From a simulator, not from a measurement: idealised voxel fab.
You're looking at the process module voxel ribs on slabs.
FYI the section here is cut, 290 nm wide, cells are 5 nm squares.
The cross-sections in this document take the form of a grid made of square cells. They are written out as bands, in order from top to bottom. Each band consists of one or more rows of cells. Top height, bottom height, nm. Materials left to right, width each, nm. Single material + "full width" = fills band edge to edge. "empty" = empty. Heights are expressed relative to 0, this being the level below which the as-received wafer comprises one material exclusively. The lowest band is unbounded in the downward direction and is denoted as in "top 0, no bottom". The expression "30->40" gives the width at the extremes of the band, the first number at its top row of cells and the second at its bottom row, with the width changing by equal amounts from each row to the next in between. "nothing got changed", as given for a step, is the statement that not any cell of the cross-section underwent a change during that step. Voids not open to the top, 8 cells minimum: see "Fully closed voids". Written width x height at distance; distance is from the left edge; nm. Read whatever lies past the settings on a step's line as the simulator's own remark about the step. If you see "overlay nm" on a step's line and that step has a mask, it's telling you how far right of where it was planned the mask ended up; a negative number means it went left instead.
[These are the steps we planned for the process]
step 1: op RECEIVE | material Si
step 2: op DIRECTIONAL_DEP | material SiO2 | thk nm 20
step 3: op DIRECTIONAL_DEP | material polySi | thk nm 15
step 4: op MASKED_ETCH | tone cover | mask id RIB | width nm 25 | etch materials polySi | depth nm 5 | overlay nm 0
step 5: op DIRECTIONAL_DEP | material aC | thk nm 10
step 6: op PATTERN | tone cover | mask id SLAB | material resist | width nm 75 | thk nm 25 | overlay nm 0
step 7: op DIRECTIONAL_ETCH | etch materials aC | depth nm 10
step 8: op STRIP | etch materials resist
step 9: op DIRECTIONAL_ETCH | etch materials polySi | depth nm 10
step 10: op STRIP | etch materials aC
step 11: op FILL_DEP | material SiO2 | thk nm 20
step 12: op CMP | height nm 45
step 13: op DIRECTIONAL_DEP | material TiN | thk nm 5
step 14: op DIRECTIONAL_DEP | material aC | thk nm 15
step 15: op PATTERN | tone cover | mask id HEATER | material resist | width nm 35 | thk nm 35 | overlay nm 0
step 16: op DIRECTIONAL_ETCH | etch materials aC | depth nm 15
step 17: op STRIP | etch materials resist
step 18: op DIRECTIONAL_ETCH | etch materials TiN | depth nm 5
step 19: op STRIP | etch materials aC
step 20: op CONFORMAL_DEP | material SiO2 | thk nm 5
[Cross-section of the wafer upon arrival, representing the state reached after step 1]
    top 0, no bottom | Si full width
    Fully closed voids: none
[Here's the cross-section of the first of our two wafers at the end of the module - it ran as planned]
    top 55, bottom 50 | 120 nm empty, then 45 nm SiO2, then 125 nm empty
    top 50, bottom 45 | 125 nm SiO2, then 35 nm TiN, then 130 nm SiO2
    top 45, bottom 35 | SiO2 full width
    top 35, bottom 30 | 130 nm SiO2, then 25 nm polySi, then 135 nm SiO2
    top 30, bottom 20 | 105 nm SiO2, then 75 nm polySi, then 110 nm SiO2
    top 20, bottom 0 | SiO2 full width
    top 0, no bottom | Si full width
    Fully closed voids: none
[Here's the second of our two wafers sectioned at module end. Same start as the first, same plan, but one mistake got made running it]
    top 55, bottom 50 | 120 nm empty, then 45 nm SiO2, then 125 nm empty
    top 50, bottom 45 | 125 nm SiO2, then 35 nm TiN, then 130 nm SiO2
    top 45, bottom 35 | SiO2 full width
    top 35, bottom 30 | 105 nm SiO2, then 25 nm polySi, then 25 nm SiO2, then 25 nm polySi, then 110 nm SiO2
    top 30, bottom 25 | 105 nm SiO2, then 75 nm polySi, then 110 nm SiO2
    top 25, bottom 20 | polySi full width
    top 20, bottom 0 | SiO2 full width
    top 0, no bottom | Si full width
    Fully closed voids: none
Here's what went sideways: step 4 ran with different settings than intended, the actual operation and settings being op MASKED_ETCH | tone open | mask id RIB | width nm 25 | etch materials polySi | depth nm 5 | overlay nm 0
End of process, cell counts, second wafer against first, materials with more or fewer: SiO2: 48 fewer; polySi: 48 more
